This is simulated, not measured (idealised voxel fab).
Proc. module: voxel trench capacitor
240 nm wide, 5 nm square cells: that's cross-section cut.
When this document writes out a cross-section, it uses a grid of square cells and lists it as bands, beginning at the top and moving down, with a band standing for one or more rows of cells.
A band entry consists of two parts. The first gives the height of the band's top and the height of its bottom, in nm. The rest lists the band's materials from left to right, each with its width in nm. A single material labelled with the word "edge to edge" fills the band from edge to edge, and the word "blank" marks empty space.
We count height from 0. Below that, the starting wafer is all one material. The lowest band never ends at the bottom but goes on down; see "0 nm and below" for how that is written.
The notation "30..40" denotes a width that varies across the rows of cells in the band, beginning at the first number in the top row, finishing at the second number in the bottom row, and changing by an identical amount from each row to the next.
Any step labelled "nothing was modified" changed none of the cells in the cross-section.
Listed in "Voids, enclosed": every empty space of 8 or more cells without an open way to the top. Form: width x height at distance, the distance being from the left edge, all in nm.
Note: text after step settings on the step line = simulator remark on that step.
The optional step-line setting "overlay nm" applies to steps with a mask and quantifies how far to the right of its planned location the mask lay, a negative value indicating leftward placement.
[Planned process steps]
1,RECEIVE [material Si]
2,CONFORMAL_DEP [material SiN] [thk nm 10]
3,MASKED_ETCH [tone open] [mask id TRENCH] [width nm 25] [pitch nm 40] [etch materials SiN] [depth nm 10] [overlay nm 0]
4,MASKED_ETCH [tone open] [mask id TRENCH] [width nm 25] [pitch nm 40] [etch materials Si] [depth nm 25] [overlay nm 0]
5,CONFORMAL_DEP [material Al2O3] [thk nm 5]
6,CONFORMAL_DEP [material TiN] [thk nm 5]
7,FILL_DEP [material W] [thk nm 10]
8,CMP [height nm 10]
[Here's what the wafer looked like in cross-section when it arrived - that's after step 1]
	0 nm and below: Si edge to edge
	Voids, enclosed: none
[a wafer at the end: this start, this plan, one mistake]
	10 nm to 0 nm: SiN=35 | Al2O3=5..15 | TiN=15..5 | Al2O3=5 | SiN=15 | Al2O3=5..15 | TiN=15..5 | Al2O3=5 | SiN=15 | Al2O3=5..15 | TiN=15..5 | Al2O3=5 | SiN=15 | Al2O3=5..15 | TiN=15..5 | Al2O3=5 | SiN=60
	0 nm to -20 nm: Si=45 | Al2O3=5 | TiN=5 | Al2O3=5 | Si=25 | Al2O3=5 | TiN=5 | Al2O3=5 | Si=25 | Al2O3=5 | TiN=5 | Al2O3=5 | Si=25 | Al2O3=5 | TiN=5 | Al2O3=5 | Si=60
	-20 nm to -25 nm: Si=45 | Al2O3=15 | Si=25 | Al2O3=15 | Si=25 | Al2O3=15 | Si=25 | Al2O3=15 | Si=60
	-25 nm and below: Si edge to edge
	Voids, enclosed: none
Run error: step 3 was run on a setting that differed from the plan, and what really ran there is MASKED_ETCH [tone open] [mask id TRENCH] [width nm 25] [pitch nm 40] [etch materials SiN] [depth nm 10] [overlay nm -10]
